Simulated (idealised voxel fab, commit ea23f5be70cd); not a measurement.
Process module heading - voxel double patterning
Pictured: cross-section cut, 160 nm wide, on a grid of 5 nm square cells.
Cross-section = grid of square cells, listed top down in bands; band = one or more rows. Quick guide to a band line: top height, bottom height (nm) up front; then every material left to right with its width in nm. Only one material and it's marked "everywhere"? Then it fills the band edge to edge. And "empty" just means empty space. Heads up on the height convention: 0 is the point under which the incoming wafer is all one material, and the lowest band has no bottom, it just keeps going down, like "0 and below". A width such as "30->40" changes by the same amount from each row of cells to the next, from the band's top row to its bottom row. When a step is marked "identical to before", none of the cells in the cross-section changed during that step. For the entry "Sealed void listing", the listed items are empty spaces with no open way to the top whose size is 8 cells or more; each item follows the pattern width x height at distance, where distance is from the left edge and all three are in nm. On a step's line, text after the settings is the simulator commenting on that step. Regarding "overlay nm": on a step with a mask, it is the distance the mask lay to the right of its planned place; a negative value places it to the left.
Intended process steps
| 1 | RECEIVE with material Si |
| 2 | CONFORMAL_DEP with material SiO2, thk nm 10 |
| 3 | DIRECTIONAL_DEP with material W, thk nm 20 |
| 4 | DIRECTIONAL_DEP with material SiCN, thk nm 5 |
| 5 | MASKED_ETCH with tone open, mask id FIRST, width nm 15, pitch nm 50, etch materials SiCN, depth nm 5, overlay nm -5 |
| 6 | MASKED_ETCH with tone open, mask id SECOND, width nm 15, pitch nm 50, etch materials SiCN, depth nm 5, overlay nm 0 |
| 7 | DIRECTIONAL_ETCH with etch materials W, depth nm 20 |
| 8 | STRIP with etch materials SiCN |
Where the wafers of this document differ is in the overlay nm of step 5; they start out the same, and the plan states the value that applied to the first wafer.
This is how the first of several wafers looked in cross-section when it arrived, which is after step 1
* 0 and below = Si everywhere
* Sealed void listing: none
Heads up, this table goes wafer by wafer. A row tells you, at the end of the module, how many cells of each material that wafer has put on (+) or dropped (-) since it was received, and then its closed voids
overlay nm -5 | +64 SiO2 | +68 W | Sealed void listing: none
overlay nm 0 | +64 SiO2 | +68 W | Sealed void listing: none
overlay nm 5 | +64 SiO2 | +68 W | Sealed void listing: none
overlay nm 10 | +64 SiO2 | +68 W | Sealed void listing: none
